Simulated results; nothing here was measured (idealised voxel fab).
The name of this process module is voxel ribs on slabs.
Shown is cross-section cut, with a width of 240 nm and square cells of size 5 nm.
Bands, listed from the top down, are how a cross-section gets written in this document; the cross-section itself is a grid of square cells, and a band is one or more rows of them. Band: top and bottom heights (nm) first, top before bottom; then materials from left to right, widths in nm. "all across" marks a sole material filling the band edge to edge. "empty" denotes empty space. Convention: height 0 is the level below which the wafer, as received, is all one material. The lowest band does not terminate at the bottom but continues downward, represented as "from 0 down". A two-number width, for instance "30 to 40", indicates that the width is equal to the first number in the top row of the band and to the second number in the bottom row, and that it changes by a constant amount per row of cells. Where the words "remained unchanged" appear for a step, the cross-section shows no cell changed by that step; every cell remained as before. "Closed void table" contains a list of empty spaces, each no smaller than 8 cells and without an open way to the top, written in the form width x height at distance with the distance from the left edge and all three in nm. Read whatever lies past the settings on a step's line as the simulator's own remark about the step. Each step line may optionally specify "overlay nm", which for a step with a mask gives the rightward distance between the mask's planned place and where it lay, a negative value indicating the leftward direction.
Here's what the planned process steps look like
- 1: RECEIVE,material Si
- 2: DIRECTIONAL_DEP,material SiO2,thk nm 20
- 3: DIRECTIONAL_DEP,material SiN,thk nm 20
- 4: MASKED_ETCH,tone cover,mask id RIB,width nm 20,etch materials SiN,depth nm 5,overlay nm 0
- 5: DIRECTIONAL_DEP,material aC,thk nm 10
- 6: PATTERN,tone cover,mask id SLAB,material resist,width nm 60,thk nm 25,overlay nm 0
- 7: DIRECTIONAL_ETCH,etch materials aC,depth nm 10
- 8: STRIP,etch materials resist
- 9: DIRECTIONAL_ETCH,etch materials SiN,depth nm 15
- 10: STRIP,etch materials aC
- 11: FILL_DEP,material SiO2,thk nm 25
- 12: CMP,height nm 55
- 13: DIRECTIONAL_DEP,material W,thk nm 5
- 14: DIRECTIONAL_DEP,material aC,thk nm 15
- 15: PATTERN,tone cover,mask id HEATER,material resist,width nm 30,thk nm 30,overlay nm 0
- 16: DIRECTIONAL_ETCH,etch materials aC,depth nm 15
- 17: STRIP,etch materials resist
- 18: DIRECTIONAL_ETCH,etch materials W,depth nm 5
- 19: STRIP,etch materials aC
- 20: CONFORMAL_DEP,material SiO2,thk nm 5
Cross-section: wafer on arrival = after step 1
* from 0 down = Si all across
* Closed void table: none
The following cross-section depicts the wafer upon conclusion of the module. Processing commenced from the starting condition illustrated above and adhered to the plan illustrated above, save for one mistake in execution
* from 55 to 50 = 100 empty; 40 SiO2; 100 empty
* from 50 to 45 = 105 SiO2; 30 W; 105 SiO2
* from 45 to 40 = SiO2 all across
* from 40 to 35 = 110 SiO2; 20 SiN; 110 SiO2
* from 35 to 20 = 90 SiO2; 60 SiN; 90 SiO2
* from 20 to 0 = SiO2 all across
* from 0 down = Si all across
* Closed void table: none
In executing the process, a mistake was made relative to the plan: step 12 ran with different settings than intended, the actual operation and settings being CMP,height nm 45
